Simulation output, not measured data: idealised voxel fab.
The following is a process module called voxel capacitor over wiring.
Cross-section cut: width 255 nm, square cells of 5 nm.
Cross-section spec: square-cell grid; bands listed top down; each band is one or more rows.
Band: top and bottom heights (nm) first, top before bottom; then materials from left to right, widths in nm. "edge to edge" marks a sole material filling the band edge to edge. "empty" denotes empty space.
All heights in this document are referenced to 0, defined as the level beneath which the wafer, as received, consists entirely of one material. The lowest band is not bounded below; it extends indefinitely downward and is written in the form "from 0 down".
So if you see something like "30..40" for the width, read it as the top row of the band sitting at the first number and the bottom row at the second, with every row in between moving by the same amount as the last.
"left unchanged", as given for a step, is the statement that not any cell of the cross-section underwent a change during that step.
Empty spaces without an open route to the top, at least 8 cells in extent, make up the entry "Catalogued sealed voids"; each is given as width x height at distance, where the distance is measured from the left edge, and all are in nm.
That trailing text on a step's line, after the settings, is the simulator's own remark on the step.
overlay nm: step with mask; distance mask lay right of planned place; negative value = left of planned place.
-- The process steps that were planned are listed below
1) RECEIVE [material Si]
2) CONFORMAL_DEP [material SiO2] [thk nm 10]
3) CONFORMAL_DEP [material SiN] [thk nm 5]
4) DIRECTIONAL_DEP [material SiO2] [thk nm 20]
5) PATTERN [tone open] [mask id METAL_1] [material resist] [width nm 30] [pitch nm 80] [thk nm 15] [overlay nm 0]
6) DIRECTIONAL_ETCH [etch materials SiO2] [depth nm 20]
7) DIRECTIONAL_ETCH [etch materials SiN] [depth nm 5]
8) STRIP [etch materials resist]
9) CONFORMAL_DEP [material TiN] [thk nm 5]
10) FILL_DEP [material Ru] [thk nm 5]
11) CMP [height nm 35]
12) EPI [material Ru] [thk nm 5]
13) FILL_DEP [material SiCN] [thk nm 5]
14) DIRECTIONAL_DEP [material lowk] [thk nm 10]
15) PATTERN [tone open] [mask id PLUG_1] [material resist] [width nm 15] [thk nm 15] [overlay nm 0]
16) DIRECTIONAL_ETCH [etch materials lowk] [depth nm 10]
17) DIRECTIONAL_ETCH [etch materials SiCN] [depth nm 5]
18) STRIP [etch materials resist]
19) EPI [material Ru] [thk nm 10]
20) EPI [material Ru] [thk nm 5]
21) DIRECTIONAL_DEP [material TiN] [thk nm 5]
22) DIRECTIONAL_DEP [material SiN] [thk nm 5]
23) DIRECTIONAL_DEP [material TiN] [thk nm 10]
24) DIRECTIONAL_DEP [material aC] [thk nm 10]
25) PATTERN [tone cover] [mask id UPPER_PLATE] [material resist] [width nm 55] [thk nm 25] [overlay nm 0]
26) DIRECTIONAL_ETCH [etch materials aC] [depth nm 10]
27) STRIP [etch materials resist]
28) DIRECTIONAL_ETCH [etch materials TiN] [depth nm 10]
29) DIRECTIONAL_ETCH [etch materials SiN] [depth nm 5]
30) STRIP [etch materials aC]
31) PATTERN [tone cover] [mask id LOWER_PLATE] [material resist] [width nm 65] [thk nm 20] [overlay nm 0]
32) DIRECTIONAL_ETCH [etch materials TiN] [depth nm 5]
33) STRIP [etch materials resist]
34) FILL_DEP [material SiO2] [thk nm 15]
35) CMP [height nm 85]
36) DIRECTIONAL_DEP [material aC] [thk nm 10]
37) PATTERN [tone open] [mask id PLUG_2] [material resist] [width nm 15] [thk nm 30] [overlay nm 0]
38) DIRECTIONAL_ETCH [etch materials aC] [depth nm 10]
39) STRIP [etch materials resist]
40) DIRECTIONAL_ETCH [etch materials SiO2] [depth nm 10]
41) STRIP [etch materials aC]
42) CONFORMAL_DEP [material TiN] [thk nm 5]
43) FILL_DEP [material Ru] [thk nm 5]
44) CMP [height nm 85]
45) CONFORMAL_DEP [material SiN] [thk nm 5]
-- Shown in cross-section is the wafer as received, that is, as it stands after step 1
	from 0 down = Si edge to edge
	Catalogued sealed voids: none
-- Cross-sectional view of the first of the two wafers upon completion of the module, processed in accordance with the plan
	from 90 to 85 = SiN edge to edge
	from 85 to 80 = SiO2: 95, then TiN: 5, then Ru: 5, then TiN: 5, then SiO2: 145
	from 80 to 75 = SiO2: 95, then TiN: 15, then SiO2: 145
	from 75 to 65 = SiO2: 85, then TiN: 55, then SiO2: 115
	from 65 to 60 = SiO2: 85, then SiN: 55, then SiO2: 115
	from 60 to 55 = SiO2: 80, then TiN: 65, then SiO2: 110
	from 55 to 45 = lowk: 85, then Ru: 15, then lowk: 155
	from 45 to 40 = SiCN: 85, then Ru: 15, then SiCN: 155
	from 40 to 35 = SiCN: 65, then Ru: 40, then SiCN: 40, then Ru: 40, then SiCN: 70
	from 35 to 15 = SiO2: 70, then TiN: 5, then Ru: 20, then TiN: 5, then SiO2: 50, then TiN: 5, then Ru: 20, then TiN: 5, then SiO2: 75
	from 15 to 10 = SiN: 70, then TiN: 30, then SiN: 50, then TiN: 30, then SiN: 75
	from 10 to 0 = SiO2 edge to edge
	from 0 down = Si edge to edge
	Catalogued sealed voids: none
-- Wafer two (of two), end-of-module cross-section: start = wafer one, plan = wafer one, one run mistake
	from 90 to 85 = SiN edge to edge
	from 85 to 80 = SiO2: 95, then TiN: 5, then Ru: 5, then TiN: 5, then SiO2: 145
	from 80 to 75 = SiO2: 95, then TiN: 15, then SiO2: 145
	from 75 to 65 = SiO2: 85, then TiN: 55, then SiO2: 115
	from 65 to 60 = SiO2: 85, then SiN: 55, then SiO2: 115
	from 60 to 55 = SiO2: 80, then TiN: 65, then SiO2: 110
	from 55 to 45 = lowk: 85, then Ru: 15, then lowk: 155
	from 45 to 40 = SiCN: 85, then Ru: 15, then SiCN: 155
	from 40 to 35 = SiCN: 70, then Ru: 30, then SiCN: 50, then Ru: 30, then SiCN: 75
	from 35 to 15 = SiO2: 75, then TiN: 5, then Ru: 10, then TiN: 5, then SiO2: 60, then TiN: 5, then Ru: 10, then TiN: 5, then SiO2: 80
	from 15 to 10 = SiN: 75, then TiN: 20, then SiN: 60, then TiN: 20, then SiN: 80
	from 10 to 0 = SiO2 edge to edge
	from 0 down = Si edge to edge
	Catalogued sealed voids: none
Error vs. plan: step 5 was processed under conditions differing from the plan, specifically as PATTERN [tone open] [mask id METAL_1] [material resist] [width nm 20] [pitch nm 80] [thk nm 15] [overlay nm 0]
Looking at both finished wafers in cells, the second ends up ahead of or behind the first on some materials: -20 Ru | +4 SiCN | +4 SiN | +16 SiO2 | -4 TiN
